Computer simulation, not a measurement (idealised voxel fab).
Process module name: voxel wiring stack
The figure presents cross-section cut, which has a width of 240 nm and is divided into square cells with an edge length of 5 nm.
Cross-section layout: square cells on a grid; listed as bands, top to bottom; a band spans one or more cell rows. This entry defines a band. It first specifies the height of the band's top and the height of its bottom in nm, and then specifies the band's materials from left to right, stating each material with its width in nm. The word "throughout" identifies a single material that fills the band from edge to edge, while the word "air" identifies empty space. It should be noted that heights are counted from 0, beneath which the wafer as supplied is of one material throughout, and that the lowest band possesses no lower boundary but continues downward, as written in "0 and below". You'd read "30->40" like this: the band's top row of cells is as wide as the first number, its bottom row is as wide as the second, and going down, every row changes width by the same amount as the row before did. What does "changes: none" mean for a step? It means no cell of the cross-section changed in that step. "Enclosed internal cavities": empty spaces of 8 cells or more with no open way to the top, each given as width x height at distance, distance from the left edge, all in nm. Formally, on a step line, whatever follows the settings is a remark that the simulator itself makes on the step. overlay nm: mask right of planned place by this much (step with mask). Neg. = left.
### The process steps that were planned are listed below
- 1: RECEIVE | material Si
- 2: CONFORMAL_DEP | material SiO2 | thk nm 15
- 3: DIRECTIONAL_DEP | material TiN | thk nm 5
- 4: DIRECTIONAL_DEP | material W | thk nm 20
- 5: PATTERN | tone cover | mask id METAL_1 | material resist | width nm 25 | pitch nm 45 | thk nm 15 | overlay nm 0
- 6: DIRECTIONAL_ETCH | etch materials W | depth nm 20
- 7: DIRECTIONAL_ETCH | etch materials TiN | depth nm 5
- 8: STRIP | etch materials resist
- 9: FILL_DEP | material SiO2 | thk nm 10
- 10: CMP | height nm 40
- 11: CONFORMAL_DEP | material SiCN | thk nm 5
- 12: DIRECTIONAL_DEP | material SiO2 | thk nm 25
- 13: MASKED_ETCH | tone open | mask id METAL_2_HOLES | width nm 15 | pitch nm 90 | etch materials SiO2 | depth nm 25 | overlay nm 0
- 14: PATTERN | tone open | mask id METAL_2 | material resist | width nm 25 | pitch nm 45 | thk nm 15 | overlay nm 0
- 15: DIRECTIONAL_ETCH | etch materials SiO2 | depth nm 15
- 16: DIRECTIONAL_ETCH | etch materials SiCN | depth nm 5
- 17: STRIP | etch materials resist
- 18: CONFORMAL_DEP | material TiN | thk nm 5
- 19: FILL_DEP | material Cu | thk nm 10
- 20: CMP | height nm 70
- 21: CONFORMAL_DEP | material SiCN | thk nm 5
- 22: DIRECTIONAL_DEP | material SiO2 | thk nm 35
- 23: DIRECTIONAL_DEP | material aC | thk nm 5
- 24: PATTERN | tone open | mask id METAL_3 | material resist | width nm 25 | pitch nm 45 | thk nm 35 | overlay nm 0
- 25: DIRECTIONAL_ETCH | etch materials aC | depth nm 15
- 26: STRIP | etch materials resist
- 27: DIRECTIONAL_ETCH | etch materials SiO2 | depth nm 20
- 28: STRIP | etch materials aC
- 29: PATTERN | tone open | mask id METAL_3_HOLES | material resist | width nm 15 | pitch nm 90 | thk nm 20 | overlay nm 0
- 30: DIRECTIONAL_ETCH | etch materials SiO2 | depth nm 15
- 31: DIRECTIONAL_ETCH | etch materials SiCN | depth nm 5
- 32: STRIP | etch materials resist
- 33: CONFORMAL_DEP | material TiN | thk nm 5
- 34: FILL_DEP | material Ru | thk nm 10
- 35: CMP | height nm 110
- 36: CONFORMAL_DEP | material SiCN | thk nm 5
- 37: DIRECTIONAL_DEP | material SiO2 | thk nm 25
- 38: DIRECTIONAL_DEP | material aC | thk nm 15
- 39: PATTERN | tone open | mask id METAL_4 | material resist | width nm 25 | pitch nm 45 | thk nm 30 | overlay nm 0
- 40: DIRECTIONAL_ETCH | etch materials aC | depth nm 15
- 41: STRIP | etch materials resist
- 42: DIRECTIONAL_ETCH | etch materials SiO2 | depth nm 15
- 43: STRIP | etch materials aC
- 44: PATTERN | tone open | mask id METAL_4_HOLES | material resist | width nm 15 | pitch nm 90 | thk nm 20 | overlay nm 0
- 45: DIRECTIONAL_ETCH | etch materials SiO2 | depth nm 10
- 46: DIRECTIONAL_ETCH | etch materials SiCN | depth nm 5
- 47: STRIP | etch materials resist
- 48: CONFORMAL_DEP | material TiN | thk nm 5
- 49: FILL_DEP | material Cu | thk nm 10
- 50: CMP | height nm 140
- 51: CONFORMAL_DEP | material SiN | thk nm 5
Be aware that, although all wafers share a common starting state, the thk nm at step 23 differs among them, and the plan displays the first wafer's value.
### first wafer as received, after step 1
    0 and below = Si throughout
    Enclosed internal cavities: none
### Cross-sectional representation of the first of several wafers at the end of the module, i.e. after its terminal step, step 51
    145 down to 140 = SiN throughout
    140 down to 130 = 60 nm SiO2  5 nm TiN  15 nm Cu  5 nm TiN  20 nm SiO2  5 nm TiN  15 nm Cu  5 nm TiN  20 nm SiO2  5 nm TiN  15 nm Cu  5 nm TiN  65 nm SiO2
    130 down to 125 = 60 nm SiO2  5 nm TiN  5 nm Cu  15 nm TiN  20 nm SiO2  25 nm TiN  20 nm SiO2  5 nm TiN  5 nm Cu  15 nm TiN  65 nm SiO2
    125 down to 115 = 60 nm SiO2  5 nm TiN  5 nm Cu  5 nm TiN  75 nm SiO2  5 nm TiN  5 nm Cu  5 nm TiN  75 nm SiO2
    115 down to 110 = 60 nm SiCN  15 nm TiN  75 nm SiCN  15 nm TiN  75 nm SiCN
    110 down to 95 = 60 nm SiO2  5 nm TiN  15 nm Ru  5 nm TiN  20 nm SiO2  5 nm TiN  15 nm Ru  5 nm TiN  20 nm SiO2  5 nm TiN  15 nm Ru  5 nm TiN  65 nm SiO2
    95 down to 90 = 60 nm SiO2  5 nm TiN  5 nm Ru  15 nm TiN  20 nm SiO2  25 nm TiN  20 nm SiO2  5 nm TiN  5 nm Ru  15 nm TiN  65 nm SiO2
    90 down to 75 = 60 nm SiO2  5 nm TiN  5 nm Ru  5 nm TiN  75 nm SiO2  5 nm TiN  5 nm Ru  5 nm TiN  75 nm SiO2
    75 down to 70 = 60 nm SiCN  15 nm TiN  75 nm SiCN  15 nm TiN  75 nm SiCN
    70 down to 60 = 60 nm SiO2  5 nm TiN  15 nm Cu  5 nm TiN  20 nm SiO2  5 nm TiN  15 nm Cu  5 nm TiN  20 nm SiO2  5 nm TiN  15 nm Cu  5 nm TiN  65 nm SiO2
    60 down to 55 = 60 nm SiO2  5 nm TiN  5 nm Cu  15 nm TiN  20 nm SiO2  25 nm TiN  20 nm SiO2  5 nm TiN  5 nm Cu  15 nm TiN  65 nm SiO2
    55 down to 45 = 60 nm SiO2  5 nm TiN  5 nm Cu  5 nm TiN  75 nm SiO2  5 nm TiN  5 nm Cu  5 nm TiN  75 nm SiO2
    45 down to 40 = 60 nm SiCN  15 nm TiN  75 nm SiCN  15 nm TiN  75 nm SiCN
    40 down to 20 = 60 nm SiO2  25 nm W  20 nm SiO2  25 nm W  20 nm SiO2  25 nm W  65 nm SiO2
    20 down to 15 = 60 nm SiO2  25 nm TiN  20 nm SiO2  25 nm TiN  20 nm SiO2  25 nm TiN  65 nm SiO2
    15 down to 0 = SiO2 throughout
    0 and below = Si throughout
    Enclosed internal cavities: none
### Module end, final wafer: cross-section
    145 down to 140 = SiN throughout
    140 down to 130 = 60 nm SiO2  5 nm TiN  15 nm Cu  5 nm TiN  20 nm SiO2  5 nm TiN  15 nm Cu  5 nm TiN  20 nm SiO2  5 nm TiN  15 nm Cu  5 nm TiN  65 nm SiO2
    130 down to 125 = 60 nm SiO2  5 nm TiN  5 nm Cu  15 nm TiN  20 nm SiO2  25 nm TiN  20 nm SiO2  5 nm TiN  5 nm Cu  15 nm TiN  65 nm SiO2
    125 down to 115 = 60 nm SiO2  5 nm TiN  5 nm Cu  5 nm TiN  75 nm SiO2  5 nm TiN  5 nm Cu  5 nm TiN  75 nm SiO2
    115 down to 110 = 60 nm SiCN  15 nm TiN  75 nm SiCN  15 nm TiN  75 nm SiCN
    110 down to 100 = 60 nm SiO2  5 nm TiN  5 nm Ru  5 nm TiN  75 nm SiO2  5 nm TiN  5 nm Ru  5 nm TiN  75 nm SiO2
    100 down to 95 = 60 nm SiO2  15 nm TiN  75 nm SiO2  15 nm TiN  75 nm SiO2
    95 down to 75 = SiO2 throughout
    75 down to 70 = SiCN throughout
    70 down to 60 = 60 nm SiO2  5 nm TiN  15 nm Cu  5 nm TiN  20 nm SiO2  5 nm TiN  15 nm Cu  5 nm TiN  20 nm SiO2  5 nm TiN  15 nm Cu  5 nm TiN  65 nm SiO2
    60 down to 55 = 60 nm SiO2  5 nm TiN  5 nm Cu  15 nm TiN  20 nm SiO2  25 nm TiN  20 nm SiO2  5 nm TiN  5 nm Cu  15 nm TiN  65 nm SiO2
    55 down to 45 = 60 nm SiO2  5 nm TiN  5 nm Cu  5 nm TiN  75 nm SiO2  5 nm TiN  5 nm Cu  5 nm TiN  75 nm SiO2
    45 down to 40 = 60 nm SiCN  15 nm TiN  75 nm SiCN  15 nm TiN  75 nm SiCN
    40 down to 20 = 60 nm SiO2  25 nm W  20 nm SiO2  25 nm W  20 nm SiO2  25 nm W  65 nm SiO2
    20 down to 15 = 60 nm SiO2  25 nm TiN  20 nm SiO2  25 nm TiN  20 nm SiO2  25 nm TiN  65 nm SiO2
    15 down to 0 = SiO2 throughout
    0 and below = Si throughout
    Enclosed internal cavities: none
### Below, a row for every wafer. Read it as the end-of-module picture: for each material the wafer shows its cells gained (+) or lost (-) since it was received, and then its closed voids
thk nm 5 | +48 Cu | +35 Ru | +126 SiCN | +48 SiN | +933 SiO2 | +142 TiN | +60 W | Enclosed internal cavities: none
thk nm 10 | +48 Cu | +35 Ru | +126 SiCN | +48 SiN | +933 SiO2 | +142 TiN | +60 W | Enclosed internal cavities: none
thk nm 15 | +48 Cu | +35 Ru | +126 SiCN | +48 SiN | +933 SiO2 | +142 TiN | +60 W | Enclosed internal cavities: none
thk nm 20 | +48 Cu | +4 Ru | +132 SiCN | +48 SiN | +993 SiO2 | +107 TiN | +60 W | Enclosed internal cavities: none
thk nm 25 | +48 Cu | +4 Ru | +132 SiCN | +48 SiN | +993 SiO2 | +107 TiN | +60 W | Enclosed internal cavities: none
thk nm 30 | +48 Cu | +4 Ru | +132 SiCN | +48 SiN | +993 SiO2 | +107 TiN | +60 W | Enclosed internal cavities: none
